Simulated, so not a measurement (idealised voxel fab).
The process module that follows is named voxel ribs on slabs.
It is cross-section cut that appears here, measuring 250 nm in width, its square cells being 5 nm in size.
Notation: cross-section as square-cell grid; stated in bands, top first, going down; one or more cell rows per band. First you get the band's top height and its bottom height, in nm, and then the materials it's made of, left to right, with each width in nm. If you see a single material with "throughout", that one covers the band edge to edge. "empty" is empty space. We count height from 0. Below that, the starting wafer is all one material. The lowest band never ends at the bottom but goes on down; see "0 -> down" for how that is written. Top row gets the first number, bottom row gets the second, and each row in between changes by the same step: that is how a band width like "30..40" works. Given "nothing altered" for a step, no cell of the cross-section differs between before and after that step. You'll see "Closed void catalog" listing empty spaces that have no way open to the top, as long as they're 8 cells or more; the notation is width x height at distance, where the distance is from the left edge, and all of it is in nm. The remark found on a step's line after its settings is issued by the simulator itself and pertains to that step. Steps that use a mask can have "overlay nm" on their line. It says how far the mask sat to the right of where it was meant to be. Negative means to the left.

[Steps in the process plan]
- 1: RECEIVE with material Si
- 2: DIRECTIONAL_DEP with material SiO2, thk nm 20
- 3: DIRECTIONAL_DEP with material polySi, thk nm 25
- 4: MASKED_ETCH with tone cover, mask id RIB, width nm 20, etch materials polySi, depth nm 10, overlay nm 0
- 5: PATTERN with tone cover, mask id SLAB, material resist, width nm 70, thk nm 15, overlay nm 0
- 6: DIRECTIONAL_ETCH with etch materials polySi, depth nm 15
- 7: STRIP with etch materials resist
- 8: FILL_DEP with material SiO2, thk nm 20
- 9: CMP with height nm 55
- 10: DIRECTIONAL_DEP with material W, thk nm 5
- 11: DIRECTIONAL_DEP with material aC, thk nm 10
- 12: PATTERN with tone cover, mask id HEATER, material resist, width nm 30, thk nm 25, overlay nm 0
- 13: DIRECTIONAL_ETCH with etch materials aC, depth nm 10
- 14: STRIP with etch materials resist
- 15: DIRECTIONAL_ETCH with etch materials W, depth nm 5
- 16: STRIP with etch materials aC
- 17: CONFORMAL_DEP with material SiN, thk nm 5

[Cross-section, incoming material, after step 1]
	0 -> down | Si throughout
	Closed void catalog: none

[Cross-sectional image of the first of two wafers at the end of the module, the run having proceeded as planned]
	65 -> 60 | empty 105; SiN 40; empty 105
	60 -> 55 | SiN 110; W 30; SiN 110
	55 -> 45 | SiO2 throughout
	45 -> 35 | SiO2 115; polySi 20; SiO2 115
	35 -> 20 | SiO2 90; polySi 70; SiO2 90
	20 -> 0 | SiO2 throughout
	0 -> down | Si throughout
	Closed void catalog: none

[Cross-section, wafer two of two, end of module: same start and plan as wafer one, one error in execution]
	65 -> 60 | empty 105; SiN 40; empty 105
	60 -> 55 | SiN 110; W 30; SiN 110
	55 -> 35 | SiO2 throughout
	35 -> 25 | SiO2 115; polySi 20; SiO2 115
	25 -> 10 | SiO2 90; polySi 70; SiO2 90
	10 -> 0 | SiO2 throughout
	0 -> down | Si throughout
	Closed void catalog: none
So what did we get wrong on this run? heads up, step 2 didn't go per plan, it actually ran as DIRECTIONAL_DEP with material SiO2, thk nm 10
Final wafers compared: equal cell tally per material, rearranged layout.
